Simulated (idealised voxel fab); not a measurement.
The following is a process module called voxel capacitor over wiring.
Square cell edge 5 nm, section width 200 nm, ID cut.
This document writes a cross-section as a grid whose cells are square, and gives it as bands, listed from the top down; one or more rows of cells form a band.
Top, bottom (nm), then materials left to right with widths (nm); lone material tagged "everywhere" fills the whole band edge to edge; "blank" = empty space.
Height 0 is the level under which the wafer as received is all one material. The lowest band goes on downwards, as in "0 nm and below".
You'd read "30 to 40" like this: the band's top row of cells is as wide as the first number, its bottom row is as wide as the second, and going down, every row changes width by the same amount as the row before did.
A step reported as "remained unchanged" is a step in which no cell of the cross-section changed.
So "Enclosed cavities" is basically the list of trapped voids: any empty space of 8 cells or more that can't reach the top through an opening. They're written width x height at distance, the distance being from the left edge, and it's all nm.
Where a step's line continues beyond its settings, the continuation is a remark by the simulator itself on that step.
overlay nm, on a step with a mask: how far to the right of its planned place the mask lay; to the left if negative

THE PLANNED PROCESS STEPS ARE ENUMERATED HEREUNDER
- 1: RECEIVE (material Si)
- 2: CONFORMAL_DEP (material SiO2; thk nm 10)
- 3: CONFORMAL_DEP (material SiCN; thk nm 5)
- 4: DIRECTIONAL_DEP (material SiO2; thk nm 15)
- 5: MASKED_ETCH (tone open; mask id METAL_1; width nm 20; pitch nm 70; etch materials SiO2; depth nm 15; overlay nm 0)
- 6: MASKED_ETCH (tone open; mask id METAL_1; width nm 20; pitch nm 70; etch materials SiCN; depth nm 5; overlay nm 0)
- 7: CONFORMAL_DEP (material TiN; thk nm 5)
- 8: FILL_DEP (material W; thk nm 10)
- 9: CMP (height nm 30)
- 10: CONFORMAL_DEP (material SiCN; thk nm 5)
- 11: DIRECTIONAL_DEP (material lowk; thk nm 20)
- 12: PATTERN (tone open; mask id PLUG_1; material resist; width nm 15; thk nm 20; overlay nm 0)
- 13: DIRECTIONAL_ETCH (etch materials lowk; depth nm 20)
- 14: DIRECTIONAL_ETCH (etch materials SiCN; depth nm 5)
- 15: STRIP (etch materials resist)
- 16: CONFORMAL_DEP (material TiN; thk nm 5)
- 17: FILL_DEP (material Cu; thk nm 10)
- 18: CMP (height nm 55)
- 19: DIRECTIONAL_DEP (material TiN; thk nm 5)
- 20: DIRECTIONAL_DEP (material Al2O3; thk nm 5)
- 21: DIRECTIONAL_DEP (material TiN; thk nm 10)
- 22: MASKED_ETCH (tone cover; mask id UPPER_PLATE; width nm 55; etch materials TiN; depth nm 10; overlay nm 0)
- 23: MASKED_ETCH (tone cover; mask id UPPER_PLATE; width nm 55; etch materials Al2O3; depth nm 5; overlay nm 0)
- 24: MASKED_ETCH (tone cover; mask id LOWER_PLATE; width nm 65; etch materials TiN; depth nm 5; overlay nm 0)
- 25: FILL_DEP (material SiO2; thk nm 15)
- 26: CMP (height nm 85)
- 27: MASKED_ETCH (tone open; mask id PLUG_2; width nm 15; etch materials SiO2; depth nm 10; overlay nm 0)
- 28: CONFORMAL_DEP (material TiN; thk nm 5)
- 29: FILL_DEP (material Cu; thk nm 10)
- 30: CMP (height nm 85)
- 31: CONFORMAL_DEP (material SiN; thk nm 5)

THE FIRST OF TWO WAFERS, RUN AS PLANNED

CROSS-SECTION, INCOMING MATERIAL, AFTER STEP 1
  0 nm and below  Si everywhere
  Enclosed cavities: none

STEP 2 DONE - WAFER CROSS-SECTION
  10 nm to 0 nm  SiO2 everywhere
  Under 0: no change, same as before.

STEP 3 DONE - WAFER CROSS-SECTION
  15 nm to 10 nm  SiCN everywhere
  Under 10: no change, same as before.

STEP 4 DONE - WAFER CROSS-SECTION
  30 nm to 15 nm  SiO2 everywhere
  Under 15: no change, same as before.

STEP 5 DONE - WAFER CROSS-SECTION
  30 nm to 15 nm  SiO2 (55), then blank (20), then SiO2 (50), then blank (20), then SiO2 (55)
  Under 15: no change, same as before.

STEP 6 DONE - WAFER CROSS-SECTION
  30 nm to 15 nm  SiO2 (55), then blank (20), then SiO2 (50), then blank (20), then SiO2 (55)
  15 nm to 10 nm  SiCN (55), then blank (20), then SiCN (50), then blank (20), then SiCN (55)
  Under 10: no change, same as before.

STEP 7 DONE - WAFER CROSS-SECTION
  35 nm to 30 nm  TiN (60), then blank (10), then TiN (60), then blank (10), then TiN (60)
  30 nm to 15 nm  SiO2 (55), then TiN (5), then blank (10), then TiN (5), then SiO2 (50), then TiN (5), then blank (10), then TiN (5), then SiO2 (55)
  15 nm to 10 nm  SiCN (55), then TiN (20), then SiCN (50), then TiN (20), then SiCN (55)
  Under 10: no change, same as before.

STEP 8 DONE - WAFER CROSS-SECTION
  45 nm to 35 nm  W everywhere
  35 nm to 30 nm  TiN (60), then W (10), then TiN (60), then W (10), then TiN (60)
  30 nm to 15 nm  SiO2 (55), then TiN (5), then W (10), then TiN (5), then SiO2 (50), then TiN (5), then W (10), then TiN (5), then SiO2 (55)
  Under 15: no change, same as before.

STEP 9 DONE - WAFER CROSS-SECTION
  30 nm to 15 nm  SiO2 (55), then TiN (5), then W (10), then TiN (5), then SiO2 (50), then TiN (5), then W (10), then TiN (5), then SiO2 (55)
  Under 15: no change, same as before.

STEP 10 DONE - WAFER CROSS-SECTION
  35 nm to 30 nm  SiCN everywhere
  Under 30: no change, same as before.

STEP 11 DONE - WAFER CROSS-SECTION
  55 nm to 35 nm  lowk everywhere
  Under 35: no change, same as before.

STEP 12 DONE - WAFER CROSS-SECTION
  75 nm to 55 nm  resist (60), then blank (15), then resist (125)
  Under 55: no change, same as before.

STEP 13 DONE - WAFER CROSS-SECTION
  75 nm to 55 nm  resist (60), then blank (15), then resist (125)
  55 nm to 35 nm  lowk (60), then blank (15), then lowk (125)
  Under 35: no change, same as before.

STEP 14 DONE - WAFER CROSS-SECTION
  75 nm to 55 nm  resist (60), then blank (15), then resist (125)
  55 nm to 35 nm  lowk (60), then blank (15), then lowk (125)
  35 nm to 30 nm  SiCN (60), then blank (15), then SiCN (125)
  Under 30: no change, same as before.

STEP 15 DONE - WAFER CROSS-SECTION
  55 nm to 35 nm  lowk (60), then blank (15), then lowk (125)
  Under 35: no change, same as before.

STEP 16 DONE - WAFER CROSS-SECTION
  60 nm to 55 nm  TiN (65), then blank (5), then TiN (130)
  55 nm to 35 nm  lowk (60), then TiN (5), then blank (5), then TiN (5), then lowk (125)
  35 nm to 30 nm  SiCN (60), then TiN (15), then SiCN (125)
  Under 30: no change, same as before.

STEP 17 DONE - WAFER CROSS-SECTION
  70 nm to 60 nm  Cu everywhere
  60 nm to 55 nm  TiN (65), then Cu (5), then TiN (130)
  55 nm to 35 nm  lowk (60), then TiN (5), then Cu (5), then TiN (5), then lowk (125)
  Under 35: no change, same as before.

STEP 18 DONE - WAFER CROSS-SECTION
  55 nm to 35 nm  lowk (60), then TiN (5), then Cu (5), then TiN (5), then lowk (125)
  Under 35: no change, same as before.

STEP 19 DONE - WAFER CROSS-SECTION
  60 nm to 55 nm  TiN everywhere
  Under 55: no change, same as before.

STEP 20 DONE - WAFER CROSS-SECTION
  65 nm to 60 nm  Al2O3 everywhere
  Under 60: no change, same as before.

STEP 21 DONE - WAFER CROSS-SECTION
  75 nm to 65 nm  TiN everywhere
  Under 65: no change, same as before.

STEP 22 DONE - WAFER CROSS-SECTION
  75 nm to 65 nm  blank (60), then TiN (55), then blank (85)
  Under 65: no change, same as before.

STEP 23 DONE - WAFER CROSS-SECTION
  75 nm to 65 nm  blank (60), then TiN (55), then blank (85)
  65 nm to 60 nm  blank (60), then Al2O3 (55), then blank (85)
  Under 60: no change, same as before.

STEP 24 DONE - WAFER CROSS-SECTION
  75 nm to 65 nm  blank (60), then TiN (55), then blank (85)
  65 nm to 60 nm  blank (60), then Al2O3 (55), then blank (85)
  60 nm to 55 nm  blank (55), then TiN (65), then blank (80)
  Under 55: no change, same as before.

STEP 25 DONE - WAFER CROSS-SECTION
  90 nm to 75 nm  SiO2 everywhere
  75 nm to 65 nm  SiO2 (60), then TiN (55), then SiO2 (85)
  65 nm to 60 nm  SiO2 (60), then Al2O3 (55), then SiO2 (85)
  60 nm to 55 nm  SiO2 (55), then TiN (65), then SiO2 (80)
  Under 55: no change, same as before.

STEP 26 DONE - WAFER CROSS-SECTION
  85 nm to 75 nm  SiO2 everywhere
  Under 75: no change, same as before.

STEP 27 DONE - WAFER CROSS-SECTION
  85 nm to 75 nm  SiO2 (70), then blank (15), then SiO2 (115)
  Under 75: no change, same as before.

STEP 28 DONE - WAFER CROSS-SECTION
  90 nm to 85 nm  TiN (75), then blank (5), then TiN (120)
  85 nm to 80 nm  SiO2 (70), then TiN (5), then blank (5), then TiN (5), then SiO2 (115)
  80 nm to 75 nm  SiO2 (70), then TiN (15), then SiO2 (115)
  Under 75: no change, same as before.

STEP 29 DONE - WAFER CROSS-SECTION
  100 nm to 90 nm  Cu everywhere
  90 nm to 85 nm  TiN (75), then Cu (5), then TiN (120)
  85 nm to 80 nm  SiO2 (70), then TiN (5), then Cu (5), then TiN (5), then SiO2 (115)
  Under 80: no change, same as before.

STEP 30 DONE - WAFER CROSS-SECTION
  85 nm to 80 nm  SiO2 (70), then TiN (5), then Cu (5), then TiN (5), then SiO2 (115)
  Under 80: no change, same as before.

STEP 31 DONE - WAFER CROSS-SECTION
  90 nm to 85 nm  SiN everywhere
  Under 85: no change, same as before.

WHAT FOLLOWS CONCERNS THE SECOND WAFER, WHICH STARTED OUT LIKE THE FIRST AND WAS MEANT TO FOLLOW THE VERY SAME PLAN; ONE MISTAKE CREPT IN WHEN IT WAS RUN, BUT EVERYTHING UP TO AND INCLUDING STEP 18 IS THE SAME AS FOR THE FIRST WAFER

THE SECOND WAFER IN CROSS-SECTION, AT THE PLANNED CLOSE OF STEP 19
  60 nm to 55 nm  SiCN everywhere
  Under 55: no change, same as before.

THE SECOND WAFER IN CROSS-SECTION, AT THE PLANNED CLOSE OF STEP 20
  65 nm to 60 nm  Al2O3 everywhere
  Under 60: no change, same as before.

THE SECOND WAFER IN CROSS-SECTION, AT THE PLANNED CLOSE OF STEP 21
  75 nm to 65 nm  TiN everywhere
  Under 65: no change, same as before.

THE SECOND WAFER IN CROSS-SECTION, AT THE PLANNED CLOSE OF STEP 22
  75 nm to 65 nm  blank (60), then TiN (55), then blank (85)
  Under 65: no change, same as before.

THE SECOND WAFER IN CROSS-SECTION, AT THE PLANNED CLOSE OF STEP 23
  75 nm to 65 nm  blank (60), then TiN (55), then blank (85)
  65 nm to 60 nm  blank (60), then Al2O3 (55), then blank (85)
  Under 60: no change, same as before.

The second wafer in cross-section, at the planned close of step 24: remained unchanged

THE SECOND WAFER IN CROSS-SECTION, AT THE PLANNED CLOSE OF STEP 25
  90 nm to 75 nm  SiO2 everywhere
  75 nm to 65 nm  SiO2 (60), then TiN (55), then SiO2 (85)
  65 nm to 60 nm  SiO2 (60), then Al2O3 (55), then SiO2 (85)
  Under 60: no change, same as before.

THE SECOND WAFER IN CROSS-SECTION, AT THE PLANNED CLOSE OF STEP 26
  85 nm to 75 nm  SiO2 everywhere
  Under 75: no change, same as before.

THE SECOND WAFER IN CROSS-SECTION, AT THE PLANNED CLOSE OF STEP 27
  85 nm to 75 nm  SiO2 (70), then blank (15), then SiO2 (115)
  Under 75: no change, same as before.

THE SECOND WAFER IN CROSS-SECTION, AT THE PLANNED CLOSE OF STEP 28
  90 nm to 85 nm  TiN (75), then blank (5), then TiN (120)
  85 nm to 80 nm  SiO2 (70), then TiN (5), then blank (5), then TiN (5), then SiO2 (115)
  80 nm to 75 nm  SiO2 (70), then TiN (15), then SiO2 (115)
  Under 75: no change, same as before.

THE SECOND WAFER IN CROSS-SECTION, AT THE PLANNED CLOSE OF STEP 29
  100 nm to 90 nm  Cu everywhere
  90 nm to 85 nm  TiN (75), then Cu (5), then TiN (120)
  85 nm to 80 nm  SiO2 (70), then TiN (5), then Cu (5), then TiN (5), then SiO2 (115)
  Under 80: no change, same as before.

THE SECOND WAFER IN CROSS-SECTION, AT THE PLANNED CLOSE OF STEP 30
  85 nm to 80 nm  SiO2 (70), then TiN (5), then Cu (5), then TiN (5), then SiO2 (115)
  Under 80: no change, same as before.

THE SECOND WAFER IN CROSS-SECTION, AT THE PLANNED CLOSE OF STEP 31
  90 nm to 85 nm  SiN everywhere
  Under 85: no change, same as before.
Here's what went sideways: step 19 ran with different settings than intended, the actual operation and settings being DIRECTIONAL_DEP (material SiCN; thk nm 5)
The final cell counts differ between the wafers, with the second having more or fewer of some materials than the first: SiCN: 40 more; SiO2: 27 fewer; TiN: 13 fewer
